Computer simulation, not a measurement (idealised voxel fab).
process module | voxel wiring stack
cross-section cut | 250 nm wide | cells 5 nm
A cross-section is a grid of square cells, given in bands from the top down. A band is one or more rows of cells.
Each band's line starts with the height of the band's top and of its bottom, in nm. Then come its materials from left to right, each with its width in nm. One material with "throughout" fills the band from edge to edge. "air" is empty space.
Height 0 is the level under which the wafer as received is all one material. The lowest band goes on downwards, as in "0 down".
A width such as "30 to 40" changes by the same amount from each row of cells to the next, from the band's top row to its bottom row.
"no change" after a step means that no cell of the cross-section changed.
closed voids: empty space of 8 cells or more with no open way to the top, each as width x height at its distance from the left edge, in nm
after a step's settings: what the simulator itself notes on the step
overlay nm, on a step with a mask: how far to the right of its planned place the mask lay; to the left if negative
plan
1 op RECEIVE | material Si
2 op CONFORMAL_DEP | material SiO2 | thk nm 10
3 op CONFORMAL_DEP | material SiN | thk nm 5
4 op DIRECTIONAL_DEP | material lowk | thk nm 15
5 op PATTERN | tone open | mask id METAL_1 | material resist | width nm 20 | pitch nm 35 | thk nm 20 | overlay nm 0
6 op DIRECTIONAL_ETCH | etch materials lowk | depth nm 15
7 op DIRECTIONAL_ETCH | etch materials SiN | depth nm 5
8 op STRIP | etch materials resist
9 op CONFORMAL_DEP | material TiN | thk nm 5
10 op FILL_DEP | material Ru | thk nm 10
11 op CMP | height nm 30
12 op EPI | material Ru | thk nm 5
13 op FILL_DEP | material SiCN | thk nm 5
14 op DIRECTIONAL_DEP | material lowk | thk nm 10
15 op DIRECTIONAL_DEP | material aC | thk nm 15
16 op PATTERN | tone open | mask id PLUG_1 | material resist | width nm 15 | pitch nm 70 | thk nm 30 | overlay nm 0
17 op DIRECTIONAL_ETCH | etch materials aC | depth nm 15
18 op STRIP | etch materials resist
19 op DIRECTIONAL_ETCH | etch materials lowk | depth nm 10
20 op DIRECTIONAL_ETCH | etch materials SiCN | depth nm 5
21 op STRIP | etch materials aC
22 op EPI | material Ru | thk nm 10
23 op EPI | material Ru | thk nm 5
24 op DIRECTIONAL_DEP | material TiN | thk nm 5
25 op DIRECTIONAL_DEP | material W | thk nm 15
26 op MASKED_ETCH | tone cover | mask id METAL_2 | width nm 20 | pitch nm 35 | etch materials W | depth nm 15 | overlay nm 0
27 op MASKED_ETCH | tone cover | mask id METAL_2 | width nm 20 | pitch nm 35 | etch materials TiN | depth nm 5 | overlay nm 0
28 op CONFORMAL_DEP | material SiCN | thk nm 5
29 op FILL_DEP | material lowk | thk nm 10
30 op CMP | height nm 70
31 op CONFORMAL_DEP | material SiCN | thk nm 5
32 op DIRECTIONAL_DEP | material lowk | thk nm 15
33 op PATTERN | tone open | mask id PLUG_2 | material resist | width nm 15 | pitch nm 35 | thk nm 20 | overlay nm 0
34 op DIRECTIONAL_ETCH | etch materials lowk | depth nm 15
35 op DIRECTIONAL_ETCH | etch materials SiCN | depth nm 5
36 op STRIP | etch materials resist
37 op CONFORMAL_DEP | material TiN | thk nm 5
38 op FILL_DEP | material Ru | thk nm 10
39 op CMP | height nm 90
40 op DIRECTIONAL_DEP | material TiN | thk nm 5
41 op DIRECTIONAL_DEP | material W | thk nm 25
42 op PATTERN | tone cover | mask id METAL_3 | material resist | width nm 20 | pitch nm 35 | thk nm 20 | overlay nm 0
43 op DIRECTIONAL_ETCH | etch materials W | depth nm 25
44 op DIRECTIONAL_ETCH | etch materials TiN | depth nm 5
45 op STRIP | etch materials resist
46 op FILL_DEP | material SiO2 | thk nm 10
47 op CMP | height nm 120
48 op CONFORMAL_DEP | material SiCN | thk nm 5
first wafer, as planned
as received, after step 1
  0 down: Si throughout
  closed voids: none
after step 2
  10 to 0: SiO2 throughout
  below 0: unchanged
after step 3
  15 to 10: SiN throughout
  below 10: unchanged
after step 4
  30 to 15: lowk throughout
  below 15: unchanged
after step 5
  50 to 30: resist 60 | air 20 | resist 15 | air 20 | resist 15 | air 20 | resist 15 | air 20 | resist 65
  below 30: unchanged
after step 6
  50 to 30: resist 60 | air 20 | resist 15 | air 20 | resist 15 | air 20 | resist 15 | air 20 | resist 65
  30 to 15: lowk 60 | air 20 | lowk 15 | air 20 | lowk 15 | air 20 | lowk 15 | air 20 | lowk 65
  below 15: unchanged
after step 7
  50 to 30: resist 60 | air 20 | resist 15 | air 20 | resist 15 | air 20 | resist 15 | air 20 | resist 65
  30 to 15: lowk 60 | air 20 | lowk 15 | air 20 | lowk 15 | air 20 | lowk 15 | air 20 | lowk 65
  15 to 10: SiN 60 | air 20 | SiN 15 | air 20 | SiN 15 | air 20 | SiN 15 | air 20 | SiN 65
  below 10: unchanged
after step 8
  30 to 15: lowk 60 | air 20 | lowk 15 | air 20 | lowk 15 | air 20 | lowk 15 | air 20 | lowk 65
  below 15: unchanged
after step 9
  35 to 30: TiN 65 | air 10 | TiN 25 | air 10 | TiN 25 | air 10 | TiN 25 | air 10 | TiN 70
  30 to 15: lowk 60 | TiN 5 | air 10 | TiN 5 | lowk 15 | TiN 5 | air 10 | TiN 5 | lowk 15 | TiN 5 | air 10 | TiN 5 | lowk 15 | TiN 5 | air 10 | TiN 5 | lowk 65
  15 to 10: SiN 60 | TiN 20 | SiN 15 | TiN 20 | SiN 15 | TiN 20 | SiN 15 | TiN 20 | SiN 65
  below 10: unchanged
after step 10
  45 to 35: Ru throughout
  35 to 30: TiN 65 | Ru 10 | TiN 25 | Ru 10 | TiN 25 | Ru 10 | TiN 25 | Ru 10 | TiN 70
  30 to 15: lowk 60 | TiN 5 | Ru 10 | TiN 5 | lowk 15 | TiN 5 | Ru 10 | TiN 5 | lowk 15 | TiN 5 | Ru 10 | TiN 5 | lowk 15 | TiN 5 | Ru 10 | TiN 5 | lowk 65
  below 15: unchanged
after step 11
  30 to 15: lowk 60 | TiN 5 | Ru 10 | TiN 5 | lowk 15 | TiN 5 | Ru 10 | TiN 5 | lowk 15 | TiN 5 | Ru 10 | TiN 5 | lowk 15 | TiN 5 | Ru 10 | TiN 5 | lowk 65
  below 15: unchanged
after step 12
  35 to 30: air 55 | Ru 30 | air 5 | Ru 30 | air 5 | Ru 30 | air 5 | Ru 30 | air 60
  below 30: unchanged
after step 13
  40 to 35: SiCN throughout
  35 to 30: SiCN 55 | Ru 30 | SiCN 5 | Ru 30 | SiCN 5 | Ru 30 | SiCN 5 | Ru 30 | SiCN 60
  below 30: unchanged
after step 14
  50 to 40: lowk throughout
  below 40: unchanged
after step 15
  65 to 50: aC throughout
  below 50: unchanged
after step 16
  95 to 65: resist 60 | air 15 | resist 55 | air 15 | resist 105
  below 65: unchanged
after step 17
  80 to 65: resist 60 | air 15 | resist 55 | air 15 | resist 105
  65 to 50: aC 60 | air 15 | aC 55 | air 15 | aC 105
  below 50: unchanged
after step 18
  65 to 50: aC 60 | air 15 | aC 55 | air 15 | aC 105
  below 50: unchanged
after step 19
  65 to 50: aC 60 | air 15 | aC 55 | air 15 | aC 105
  50 to 40: lowk 60 | air 15 | lowk 55 | air 15 | lowk 105
  below 40: unchanged
after step 20
  65 to 50: aC 60 | air 15 | aC 55 | air 15 | aC 105
  50 to 40: lowk 60 | air 15 | lowk 55 | air 15 | lowk 105
  40 to 35: SiCN 60 | air 15 | SiCN 55 | air 15 | SiCN 105
  below 35: unchanged
after step 21
  50 to 40: lowk 60 | air 15 | lowk 55 | air 15 | lowk 105
  below 40: unchanged
after step 22
  50 to 45: lowk 60 | air 15 | lowk 55 | air 15 | lowk 105
  45 to 40: lowk 60 | Ru 15 | lowk 55 | Ru 15 | lowk 105
  40 to 35: SiCN 60 | Ru 15 | SiCN 55 | Ru 15 | SiCN 105
  below 35: unchanged
after step 23
  50 to 40: lowk 60 | Ru 15 | lowk 55 | Ru 15 | lowk 105
  below 40: unchanged
after step 24
  55 to 50: TiN throughout
  below 50: unchanged
after step 25
  70 to 55: W throughout
  below 55: unchanged
after step 26
  70 to 55: air 60 | W 20 | air 15 | W 20 | air 15 | W 20 | air 15 | W 20 | air 65
  below 55: unchanged
after step 27
  70 to 55: air 60 | W 20 | air 15 | W 20 | air 15 | W 20 | air 15 | W 20 | air 65
  55 to 50: air 60 | TiN 20 | air 15 | TiN 20 | air 15 | TiN 20 | air 15 | TiN 20 | air 65
  below 50: unchanged
after step 28
  75 to 70: air 55 | SiCN 30 | air 5 | SiCN 30 | air 5 | SiCN 30 | air 5 | SiCN 30 | air 60
  70 to 55: air 55 | SiCN 5 | W 20 | SiCN 5 | air 5 | SiCN 5 | W 20 | SiCN 5 | air 5 | SiCN 5 | W 20 | SiCN 5 | air 5 | SiCN 5 | W 20 | SiCN 5 | air 60
  55 to 50: SiCN 60 | TiN 20 | SiCN 15 | TiN 20 | SiCN 15 | TiN 20 | SiCN 15 | TiN 20 | SiCN 65
  below 50: unchanged
after step 29
  85 to 75: lowk throughout
  75 to 70: lowk 55 | SiCN 30 | lowk 5 | SiCN 30 | lowk 5 | SiCN 30 | lowk 5 | SiCN 30 | lowk 60
  70 to 55: lowk 55 | SiCN 5 | W 20 | SiCN 5 | lowk 5 | SiCN 5 | W 20 | SiCN 5 | lowk 5 | SiCN 5 | W 20 | SiCN 5 | lowk 5 | SiCN 5 | W 20 | SiCN 5 | lowk 60
  below 55: unchanged
after step 30
  70 to 55: lowk 55 | SiCN 5 | W 20 | SiCN 5 | lowk 5 | SiCN 5 | W 20 | SiCN 5 | lowk 5 | SiCN 5 | W 20 | SiCN 5 | lowk 5 | SiCN 5 | W 20 | SiCN 5 | lowk 60
  below 55: unchanged
after step 31
  75 to 70: SiCN throughout
  below 70: unchanged
after step 32
  90 to 75: lowk throughout
  below 75: unchanged
after step 33
  110 to 90: resist 60 | air 15 | resist 20 | air 15 | resist 20 | air 15 | resist 20 | air 15 | resist 70
  below 90: unchanged
after step 34
  110 to 90: resist 60 | air 15 | resist 20 | air 15 | resist 20 | air 15 | resist 20 | air 15 | resist 70
  90 to 75: lowk 60 | air 15 | lowk 20 | air 15 | lowk 20 | air 15 | lowk 20 | air 15 | lowk 70
  below 75: unchanged
after step 35
  110 to 90: resist 60 | air 15 | resist 20 | air 15 | resist 20 | air 15 | resist 20 | air 15 | resist 70
  90 to 75: lowk 60 | air 15 | lowk 20 | air 15 | lowk 20 | air 15 | lowk 20 | air 15 | lowk 70
  75 to 70: SiCN 60 | air 15 | SiCN 20 | air 15 | SiCN 20 | air 15 | SiCN 20 | air 15 | SiCN 70
  below 70: unchanged
after step 36
  90 to 75: lowk 60 | air 15 | lowk 20 | air 15 | lowk 20 | air 15 | lowk 20 | air 15 | lowk 70
  below 75: unchanged
after step 37
  95 to 90: TiN 65 | air 5 | TiN 30 | air 5 | TiN 30 | air 5 | TiN 30 | air 5 | TiN 75
  90 to 75: lowk 60 | TiN 5 | air 5 | TiN 5 | lowk 20 | TiN 5 | air 5 | TiN 5 | lowk 20 | TiN 5 | air 5 | TiN 5 | lowk 20 | TiN 5 | air 5 | TiN 5 | lowk 70
  75 to 70: SiCN 60 | TiN 15 | SiCN 20 | TiN 15 | SiCN 20 | TiN 15 | SiCN 20 | TiN 15 | SiCN 70
  below 70: unchanged
after step 38
  105 to 95: Ru throughout
  95 to 90: TiN 65 | Ru 5 | TiN 30 | Ru 5 | TiN 30 | Ru 5 | TiN 30 | Ru 5 | TiN 75
  90 to 75: lowk 60 | TiN 5 | Ru 5 | TiN 5 | lowk 20 | TiN 5 | Ru 5 | TiN 5 | lowk 20 | TiN 5 | Ru 5 | TiN 5 | lowk 20 | TiN 5 | Ru 5 | TiN 5 | lowk 70
  below 75: unchanged
after step 39
  90 to 75: lowk 60 | TiN 5 | Ru 5 | TiN 5 | lowk 20 | TiN 5 | Ru 5 | TiN 5 | lowk 20 | TiN 5 | Ru 5 | TiN 5 | lowk 20 | TiN 5 | Ru 5 | TiN 5 | lowk 70
  below 75: unchanged
after step 40
  95 to 90: TiN throughout
  below 90: unchanged
after step 41
  120 to 95: W throughout
  below 95: unchanged
after step 42
  140 to 120: air 60 | resist 20 | air 15 | resist 20 | air 15 | resist 20 | air 15 | resist 20 | air 65
  below 120: unchanged
after step 43
  140 to 120: air 60 | resist 20 | air 15 | resist 20 | air 15 | resist 20 | air 15 | resist 20 | air 65
  120 to 95: air 60 | W 20 | air 15 | W 20 | air 15 | W 20 | air 15 | W 20 | air 65
  below 95: unchanged
after step 44
  140 to 120: air 60 | resist 20 | air 15 | resist 20 | air 15 | resist 20 | air 15 | resist 20 | air 65
  120 to 95: air 60 | W 20 | air 15 | W 20 | air 15 | W 20 | air 15 | W 20 | air 65
  95 to 90: air 60 | TiN 20 | air 15 | TiN 20 | air 15 | TiN 20 | air 15 | TiN 20 | air 65
  below 90: unchanged
after step 45
  120 to 95: air 60 | W 20 | air 15 | W 20 | air 15 | W 20 | air 15 | W 20 | air 65
  below 95: unchanged
after step 46
  130 to 120: SiO2 throughout
  120 to 95: SiO2 60 | W 20 | SiO2 15 | W 20 | SiO2 15 | W 20 | SiO2 15 | W 20 | SiO2 65
  95 to 90: SiO2 60 | TiN 20 | SiO2 15 | TiN 20 | SiO2 15 | TiN 20 | SiO2 15 | TiN 20 | SiO2 65
  below 90: unchanged
after step 47
  120 to 95: SiO2 60 | W 20 | SiO2 15 | W 20 | SiO2 15 | W 20 | SiO2 15 | W 20 | SiO2 65
  below 95: unchanged
after step 48
  125 to 120: SiCN throughout
  below 120: unchanged
second wafer: like start, like plan, one mistake. Through step 12 it matches the first wafer
when step 13 should have ended
  45 to 40: air 55 | lowk 30 | air 5 | lowk 30 | air 5 | lowk 30 | air 5 | lowk 30 | air 60
  40 to 35: lowk throughout
  35 to 30: lowk 55 | Ru 30 | lowk 5 | Ru 30 | lowk 5 | Ru 30 | lowk 5 | Ru 30 | lowk 60
  below 30: unchanged
when step 14 should have ended
  50 to 45: SiCN throughout
  45 to 40: SiCN 55 | lowk 30 | SiCN 5 | lowk 30 | SiCN 5 | lowk 30 | SiCN 5 | lowk 30 | SiCN 60
  below 40: unchanged
when step 15 should have ended
  65 to 50: aC throughout
  below 50: unchanged
when step 16 should have ended
  95 to 65: resist 60 | air 15 | resist 55 | air 15 | resist 105
  below 65: unchanged
when step 17 should have ended
  80 to 65: resist 60 | air 15 | resist 55 | air 15 | resist 105
  65 to 50: aC 60 | air 15 | aC 55 | air 15 | aC 105
  below 50: unchanged
when step 18 should have ended
  65 to 50: aC 60 | air 15 | aC 55 | air 15 | aC 105
  below 50: unchanged
when step 19 should have ended: no change
when step 20 should have ended
  65 to 50: aC 60 | air 15 | aC 55 | air 15 | aC 105
  50 to 45: SiCN 60 | air 15 | SiCN 55 | air 15 | SiCN 105
  below 45: unchanged
when step 21 should have ended
  50 to 45: SiCN 60 | air 15 | SiCN 55 | air 15 | SiCN 105
  below 45: unchanged
when step 22 should have ended: no change
when step 23 should have ended: no change
when step 24 should have ended
  55 to 50: TiN 60 | air 15 | TiN 55 | air 15 | TiN 105
  50 to 45: SiCN 60 | TiN 15 | SiCN 55 | TiN 15 | SiCN 105
  below 45: unchanged
when step 25 should have ended
  70 to 65: W 60 | air 15 | W 55 | air 15 | W 105
  65 to 55: W throughout
  55 to 50: TiN 60 | W 15 | TiN 55 | W 15 | TiN 105
  below 50: unchanged
when step 26 should have ended
  70 to 65: air 75 | W 5 | air 15 | W 20 | air 30 | W 5 | air 15 | W 20 | air 65
  65 to 55: air 60 | W 20 | air 15 | W 20 | air 15 | W 20 | air 15 | W 20 | air 65
  below 55: unchanged
when step 27 should have ended
  70 to 65: air 75 | W 5 | air 15 | W 20 | air 30 | W 5 | air 15 | W 20 | air 65
  65 to 55: air 60 | W 20 | air 15 | W 20 | air 15 | W 20 | air 15 | W 20 | air 65
  55 to 50: air 60 | W 15 | TiN 5 | air 15 | TiN 20 | air 15 | W 15 | TiN 5 | air 15 | TiN 20 | air 65
  below 50: unchanged
when step 28 should have ended
  75 to 70: air 70 | SiCN 15 | air 5 | SiCN 30 | air 20 | SiCN 15 | air 5 | SiCN 30 | air 60
  70 to 65: air 55 | SiCN 20 | W 5 | SiCN 5 | air 5 | SiCN 5 | W 20 | SiCN 5 | air 5 | SiCN 20 | W 5 | SiCN 5 | air 5 | SiCN 5 | W 20 | SiCN 5 | air 60
  65 to 55: air 55 | SiCN 5 | W 20 | SiCN 5 | air 5 | SiCN 5 | W 20 | SiCN 5 | air 5 | SiCN 5 | W 20 | SiCN 5 | air 5 | SiCN 5 | W 20 | SiCN 5 | air 60
  55 to 50: SiCN 60 | W 15 | TiN 5 | SiCN 15 | TiN 20 | SiCN 15 | W 15 | TiN 5 | SiCN 15 | TiN 20 | SiCN 65
  below 50: unchanged
when step 29 should have ended
  85 to 75: lowk throughout
  75 to 70: lowk 70 | SiCN 15 | lowk 5 | SiCN 30 | lowk 20 | SiCN 15 | lowk 5 | SiCN 30 | lowk 60
  70 to 65: lowk 55 | SiCN 20 | W 5 | SiCN 5 | lowk 5 | SiCN 5 | W 20 | SiCN 5 | lowk 5 | SiCN 20 | W 5 | SiCN 5 | lowk 5 | SiCN 5 | W 20 | SiCN 5 | lowk 60
  65 to 55: lowk 55 | SiCN 5 | W 20 | SiCN 5 | lowk 5 | SiCN 5 | W 20 | SiCN 5 | lowk 5 | SiCN 5 | W 20 | SiCN 5 | lowk 5 | SiCN 5 | W 20 | SiCN 5 | lowk 60
  below 55: unchanged
when step 30 should have ended
  70 to 65: lowk 55 | SiCN 20 | W 5 | SiCN 5 | lowk 5 | SiCN 5 | W 20 | SiCN 5 | lowk 5 | SiCN 20 | W 5 | SiCN 5 | lowk 5 | SiCN 5 | W 20 | SiCN 5 | lowk 60
  below 65: unchanged
when step 31 should have ended
  75 to 70: SiCN throughout
  below 70: unchanged
when step 32 should have ended
  90 to 75: lowk throughout
  below 75: unchanged
when step 33 should have ended
  110 to 90: resist 60 | air 15 | resist 20 | air 15 | resist 20 | air 15 | resist 20 | air 15 | resist 70
  below 90: unchanged
when step 34 should have ended
  110 to 90: resist 60 | air 15 | resist 20 | air 15 | resist 20 | air 15 | resist 20 | air 15 | resist 70
  90 to 75: lowk 60 | air 15 | lowk 20 | air 15 | lowk 20 | air 15 | lowk 20 | air 15 | lowk 70
  below 75: unchanged
when step 35 should have ended
  110 to 90: resist 60 | air 15 | resist 20 | air 15 | resist 20 | air 15 | resist 20 | air 15 | resist 70
  90 to 75: lowk 60 | air 15 | lowk 20 | air 15 | lowk 20 | air 15 | lowk 20 | air 15 | lowk 70
  75 to 70: SiCN 60 | air 15 | SiCN 20 | air 15 | SiCN 20 | air 15 | SiCN 20 | air 15 | SiCN 70
  below 70: unchanged
when step 36 should have ended
  90 to 75: lowk 60 | air 15 | lowk 20 | air 15 | lowk 20 | air 15 | lowk 20 | air 15 | lowk 70
  below 75: unchanged
when step 37 should have ended
  95 to 90: TiN 65 | air 5 | TiN 30 | air 5 | TiN 30 | air 5 | TiN 30 | air 5 | TiN 75
  90 to 75: lowk 60 | TiN 5 | air 5 | TiN 5 | lowk 20 | TiN 5 | air 5 | TiN 5 | lowk 20 | TiN 5 | air 5 | TiN 5 | lowk 20 | TiN 5 | air 5 | TiN 5 | lowk 70
  75 to 70: SiCN 60 | TiN 15 | SiCN 20 | TiN 15 | SiCN 20 | TiN 15 | SiCN 20 | TiN 15 | SiCN 70
  below 70: unchanged
when step 38 should have ended
  105 to 95: Ru throughout
  95 to 90: TiN 65 | Ru 5 | TiN 30 | Ru 5 | TiN 30 | Ru 5 | TiN 30 | Ru 5 | TiN 75
  90 to 75: lowk 60 | TiN 5 | Ru 5 | TiN 5 | lowk 20 | TiN 5 | Ru 5 | TiN 5 | lowk 20 | TiN 5 | Ru 5 | TiN 5 | lowk 20 | TiN 5 | Ru 5 | TiN 5 | lowk 70
  below 75: unchanged
when step 39 should have ended
  90 to 75: lowk 60 | TiN 5 | Ru 5 | TiN 5 | lowk 20 | TiN 5 | Ru 5 | TiN 5 | lowk 20 | TiN 5 | Ru 5 | TiN 5 | lowk 20 | TiN 5 | Ru 5 | TiN 5 | lowk 70
  below 75: unchanged
when step 40 should have ended
  95 to 90: TiN throughout
  below 90: unchanged
when step 41 should have ended
  120 to 95: W throughout
  below 95: unchanged
when step 42 should have ended
  140 to 120: air 60 | resist 20 | air 15 | resist 20 | air 15 | resist 20 | air 15 | resist 20 | air 65
  below 120: unchanged
when step 43 should have ended
  140 to 120: air 60 | resist 20 | air 15 | resist 20 | air 15 | resist 20 | air 15 | resist 20 | air 65
  120 to 95: air 60 | W 20 | air 15 | W 20 | air 15 | W 20 | air 15 | W 20 | air 65
  below 95: unchanged
when step 44 should have ended
  140 to 120: air 60 | resist 20 | air 15 | resist 20 | air 15 | resist 20 | air 15 | resist 20 | air 65
  120 to 95: air 60 | W 20 | air 15 | W 20 | air 15 | W 20 | air 15 | W 20 | air 65
  95 to 90: air 60 | TiN 20 | air 15 | TiN 20 | air 15 | TiN 20 | air 15 | TiN 20 | air 65
  below 90: unchanged
when step 45 should have ended
  120 to 95: air 60 | W 20 | air 15 | W 20 | air 15 | W 20 | air 15 | W 20 | air 65
  below 95: unchanged
when step 46 should have ended
  130 to 120: SiO2 throughout
  120 to 95: SiO2 60 | W 20 | SiO2 15 | W 20 | SiO2 15 | W 20 | SiO2 15 | W 20 | SiO2 65
  95 to 90: SiO2 60 | TiN 20 | SiO2 15 | TiN 20 | SiO2 15 | TiN 20 | SiO2 15 | TiN 20 | SiO2 65
  below 90: unchanged
when step 47 should have ended
  120 to 95: SiO2 60 | W 20 | SiO2 15 | W 20 | SiO2 15 | W 20 | SiO2 15 | W 20 | SiO2 65
  below 95: unchanged
when step 48 should have ended
  125 to 120: SiCN throughout
  below 120: unchanged
what went wrong: steps 13 and 14 were swapped
at the end the second wafer has, in cells: 18 fewer of Ru | 6 more of SiCN | 12 more of lowk
